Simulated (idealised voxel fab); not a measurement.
The process module presented herein is designated voxel transistor to metal.
The figure presents cross-section cut, which has a width of 270 nm and is divided into square cells with an edge length of 5 nm.
If you're reading a cross-section in this doc, picture square cells in a grid; it comes to you as bands, top ones listed first down to the bottom, and a band can be one or more rows of cells. This entry defines a band. It first specifies the height of the band's top and the height of its bottom in nm, and then specifies the band's materials from left to right, stating each material with its width in nm. The word "full width" identifies a single material that fills the band from edge to edge, while the word "air" identifies empty space. We count height from 0. Below that, the starting wafer is all one material. The lowest band never ends at the bottom but goes on down; see "0 -> down" for how that is written. It should be noted that a width expressed as "30 to 40" varies in equal increments from row to row of cells within the band, taking the value of the first number at the top row and that of the second number at the bottom row. Any step labelled "nothing changed" changed none of the cells in the cross-section. If an empty space has no open way to the top and is at least 8 cells in size, "Closed void roster" lists it, written width x height at distance, where distance is measured from the left edge and every value is in nm. It should be noted that, on the line of a given step, the content following the step's settings is a remark produced by the simulator itself with respect to that step. A step's line can hold "overlay nm"; with a mask on that step, the setting says how far right of the planned place the mask lay, while a negative setting says it lay to the left.
# Listed below are the process steps as planned
1 RECEIVE: material Si
2 CONFORMAL_DEP: material SiO2, thk nm 5
3 CONFORMAL_DEP: material SiN, thk nm 15
4 DIRECTIONAL_DEP: material aC, thk nm 10
5 PATTERN: tone cover, mask id ACTIVE, material resist, width nm 105, pitch nm 125, thk nm 30, overlay nm 0
6 DIRECTIONAL_ETCH: etch materials aC, depth nm 10
7 STRIP: etch materials resist
8 DIRECTIONAL_ETCH: etch materials SiN, depth nm 15
9 DIRECTIONAL_ETCH: etch materials SiO2, depth nm 5
10 DIRECTIONAL_ETCH: etch materials Si, depth nm 20
11 STRIP: etch materials aC
12 FILL_DEP: material SiO2, thk nm 10
13 CMP: height nm 20
14 SELECTIVE_ETCH: etch materials SiO2, depth nm 5
15 STRIP: etch materials SiN
16 SELECTIVE_ETCH: etch materials SiO2, depth nm 5
17 OXIDIZE: depth nm 5
18 DIRECTIONAL_DEP: material polySi, thk nm 25
19 DIRECTIONAL_DEP: material SiCN, thk nm 15
20 MASKED_ETCH: tone cover, mask id GATE, width nm 25, pitch nm 125, etch materials SiCN, depth nm 25, overlay nm 0
21 MASKED_ETCH: tone cover, mask id GATE, width nm 25, pitch nm 125, etch materials polySi, depth nm 35, overlay nm 0
22 CONFORMAL_DEP: material SiN, thk nm 5
23 DIRECTIONAL_ETCH: etch materials SiN, depth nm 5
24 DIRECTIONAL_ETCH: etch materials SiO2, depth nm 5
25 DIRECTIONAL_ETCH: etch materials Si, depth nm 10
26 EPI: material nSi, thk nm 10
27 FILL_DEP: material SiO2, thk nm 5
28 CMP: height nm 25
29 STRIP: etch materials polySi
30 SELECTIVE_ETCH: etch materials SiO2, depth nm 5
31 CONFORMAL_DEP: material HfO2, thk nm 5
32 CONFORMAL_DEP: material TiN, thk nm 5
33 FILL_DEP: material W, thk nm 5
34 CMP: height nm 20
35 DIRECTIONAL_DEP: material SiO2, thk nm 10
36 PATTERN: tone open, mask id CONTACT, material resist, width nm 15, thk nm 20, overlay nm 0
37 DIRECTIONAL_ETCH: etch materials SiO2, depth nm 35
38 STRIP: etch materials resist
39 CONFORMAL_DEP: material TiN, thk nm 5
40 FILL_DEP: material Ru, thk nm 10
41 CMP: height nm 30
42 DIRECTIONAL_DEP: material TiN, thk nm 5
43 DIRECTIONAL_DEP: material Ru, thk nm 15
44 MASKED_ETCH: tone cover, mask id METAL_1, width nm 15, etch materials Ru, depth nm 15, overlay nm 0
45 MASKED_ETCH: tone cover, mask id METAL_1, width nm 15, etch materials TiN, depth nm 5, overlay nm 0
46 CONFORMAL_DEP: material SiCN, thk nm 5
47 FILL_DEP: material lowk, thk nm 5
48 CMP: height nm 50
49 CONFORMAL_DEP: material SiCN, thk nm 5
# Cross-section, incoming material, after step 1
	0 -> down: Si full width
	Closed void roster: none
# Wafer cross-section at end of module: start and plan as shown above, one execution error
	55 -> 50: SiCN full width
	50 -> 35: lowk 25; SiCN 5; Ru 15; SiCN 5; lowk 45; SiCN 5; Ru 15; SiCN 5; lowk 30; SiCN 5; Ru 15; SiCN 5; lowk 45; SiCN 5; Ru 15; SiCN 5; lowk 25
	35 -> 30: SiCN 30; TiN 15; SiCN 55; TiN 15; SiCN 40; TiN 15; SiCN 55; TiN 15; SiCN 30
	30 -> 0: SiO2 30; TiN 5; Ru 5; TiN 5; SiO2 55; TiN 5; Ru 5; TiN 5; SiO2 40; TiN 5; Ru 5; TiN 5; SiO2 55; TiN 5; Ru 5; TiN 5; SiO2 30
	0 -> -5: SiO2 30; TiN 15; SiO2 55; TiN 15; SiO2 40; TiN 15; SiO2 55; TiN 15; SiO2 30
	-5 -> -20: SiO2 20; Si 105; SiO2 20; Si 105; SiO2 20
	-20 -> down: Si full width
	Closed void roster: none
Which mistake was made when the wafer was run? off-plan run, step 18, actual operation and settings DIRECTIONAL_DEP: material SiO2, thk nm 25
